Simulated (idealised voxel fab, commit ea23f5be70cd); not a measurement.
process module | voxel double patterning
cross-section cut | 255 nm wide | cells 5 nm
A cross-section is a grid of square cells, given in bands from the top down. A band is one or more rows of cells.
Each band's line starts with the height of the band's top and of its bottom, in nm. Then come its materials from left to right, each with its width in nm. One material with "throughout" fills the band from edge to edge. "air" is empty space.
Height 0 is the level under which the wafer as received is all one material. The lowest band goes on downwards, as in "0 down".
A width such as "30 to 40" changes by the same amount from each row of cells to the next, from the band's top row to its bottom row.
"no change" after a step means that no cell of the cross-section changed.
closed voids: empty space of 8 cells or more with no open way to the top, each as width x height at its distance from the left edge, in nm
after a step's settings: what the simulator itself notes on the step
overlay nm, on a step with a mask: how far to the right of its planned place the mask lay; to the left if negative
plan
1 op RECEIVE | material Si
2 op CONFORMAL_DEP | material SiN | thk nm 5
3 op DIRECTIONAL_DEP | material SiO2 | thk nm 10
4 op DIRECTIONAL_DEP | material SiCN | thk nm 10
5 op MASKED_ETCH | tone open | mask id FIRST | width nm 15 | pitch nm 50 | etch materials SiCN | depth nm 10 | overlay nm 0
6 op DIRECTIONAL_DEP | material aC | thk nm 10
7 op PATTERN | tone open | mask id SECOND | material resist | width nm 15 | pitch nm 50 | thk nm 25 | overlay nm 0
8 op DIRECTIONAL_ETCH | etch materials aC | depth nm 10
9 op STRIP | etch materials resist
10 op DIRECTIONAL_ETCH | etch materials SiCN | depth nm 10
11 op STRIP | etch materials aC
12 op DIRECTIONAL_ETCH | etch materials SiO2 | depth nm 10
13 op STRIP | etch materials SiCN
first wafer, as planned
as received, after step 1
  0 down: Si throughout
  closed voids: none
after step 2
  5 to 0: SiN throughout
  below 0: unchanged
after step 3
  15 to 5: SiO2 throughout
  below 5: unchanged
after step 4
  25 to 15: SiCN throughout
  below 15: unchanged
after step 5
  25 to 15: SiCN 70 | air 15 | SiCN 35 | air 15 | SiCN 35 | air 15 | SiCN 70
  below 15: unchanged
after step 6
  35 to 25: aC 70 | air 15 | aC 35 | air 15 | aC 35 | air 15 | aC 70
  25 to 15: SiCN 70 | aC 15 | SiCN 35 | aC 15 | SiCN 35 | aC 15 | SiCN 70
  below 15: unchanged
after step 7
  60 to 35: resist 95 | air 15 | resist 35 | air 15 | resist 95
  35 to 25: aC 70 | resist 15 | aC 35 | resist 15 | aC 35 | resist 15 | aC 70
  below 25: unchanged
after step 8
  50 to 35: resist 95 | air 15 | resist 35 | air 15 | resist 95
  35 to 25: aC 70 | resist 15 | aC 10 | air 15 | aC 10 | resist 15 | aC 10 | air 15 | aC 10 | resist 15 | aC 70
  below 25: unchanged
after step 9
  35 to 25: aC 70 | air 15 | aC 10 | air 15 | aC 10 | air 15 | aC 10 | air 15 | aC 10 | air 15 | aC 70
  below 25: unchanged
after step 10
  35 to 25: aC 70 | air 15 | aC 10 | air 15 | aC 10 | air 15 | aC 10 | air 15 | aC 10 | air 15 | aC 70
  25 to 15: SiCN 70 | aC 15 | SiCN 10 | air 15 | SiCN 10 | aC 15 | SiCN 10 | air 15 | SiCN 10 | aC 15 | SiCN 70
  below 15: unchanged
after step 11
  25 to 15: SiCN 70 | air 15 | SiCN 10 | air 15 | SiCN 10 | air 15 | SiCN 10 | air 15 | SiCN 10 | air 15 | SiCN 70
  below 15: unchanged
after step 12
  25 to 15: SiCN 70 | air 15 | SiCN 10 | air 15 | SiCN 10 | air 15 | SiCN 10 | air 15 | SiCN 10 | air 15 | SiCN 70
  15 to 5: SiO2 70 | air 15 | SiO2 10 | air 15 | SiO2 10 | air 15 | SiO2 10 | air 15 | SiO2 10 | air 15 | SiO2 70
  below 5: unchanged
after step 13
  15 to 5: SiO2 70 | air 15 | SiO2 10 | air 15 | SiO2 10 | air 15 | SiO2 10 | air 15 | SiO2 10 | air 15 | SiO2 70
  below 5: unchanged
second wafer: like start, like plan, one mistake. Through step 1 it matches the first wafer
when step 2 should have ended
  15 to 0: SiN throughout
  below 0: unchanged
when step 3 should have ended
  25 to 15: SiO2 throughout
  below 15: unchanged
when step 4 should have ended
  35 to 25: SiCN throughout
  below 25: unchanged
when step 5 should have ended
  35 to 25: SiCN 70 | air 15 | SiCN 35 | air 15 | SiCN 35 | air 15 | SiCN 70
  below 25: unchanged
when step 6 should have ended
  45 to 35: aC 70 | air 15 | aC 35 | air 15 | aC 35 | air 15 | aC 70
  35 to 25: SiCN 70 | aC 15 | SiCN 35 | aC 15 | SiCN 35 | aC 15 | SiCN 70
  below 25: unchanged
when step 7 should have ended
  70 to 45: resist 95 | air 15 | resist 35 | air 15 | resist 95
  45 to 35: aC 70 | resist 15 | aC 35 | resist 15 | aC 35 | resist 15 | aC 70
  below 35: unchanged
when step 8 should have ended
  60 to 45: resist 95 | air 15 | resist 35 | air 15 | resist 95
  45 to 35: aC 70 | resist 15 | aC 10 | air 15 | aC 10 | resist 15 | aC 10 | air 15 | aC 10 | resist 15 | aC 70
  below 35: unchanged
when step 9 should have ended
  45 to 35: aC 70 | air 15 | aC 10 | air 15 | aC 10 | air 15 | aC 10 | air 15 | aC 10 | air 15 | aC 70
  below 35: unchanged
when step 10 should have ended
  45 to 35: aC 70 | air 15 | aC 10 | air 15 | aC 10 | air 15 | aC 10 | air 15 | aC 10 | air 15 | aC 70
  35 to 25: SiCN 70 | aC 15 | SiCN 10 | air 15 | SiCN 10 | aC 15 | SiCN 10 | air 15 | SiCN 10 | aC 15 | SiCN 70
  below 25: unchanged
when step 11 should have ended
  35 to 25: SiCN 70 | air 15 | SiCN 10 | air 15 | SiCN 10 | air 15 | SiCN 10 | air 15 | SiCN 10 | air 15 | SiCN 70
  below 25: unchanged
when step 12 should have ended
  35 to 25: SiCN 70 | air 15 | SiCN 10 | air 15 | SiCN 10 | air 15 | SiCN 10 | air 15 | SiCN 10 | air 15 | SiCN 70
  25 to 15: SiO2 70 | air 15 | SiO2 10 | air 15 | SiO2 10 | air 15 | SiO2 10 | air 15 | SiO2 10 | air 15 | SiO2 70
  below 15: unchanged
when step 13 should have ended
  25 to 15: SiO2 70 | air 15 | SiO2 10 | air 15 | SiO2 10 | air 15 | SiO2 10 | air 15 | SiO2 10 | air 15 | SiO2 70
  below 15: unchanged
what went wrong: step 2 ran as: op CONFORMAL_DEP | material SiN | thk nm 15
at the end the second wafer has, in cells: 102 more of SiN
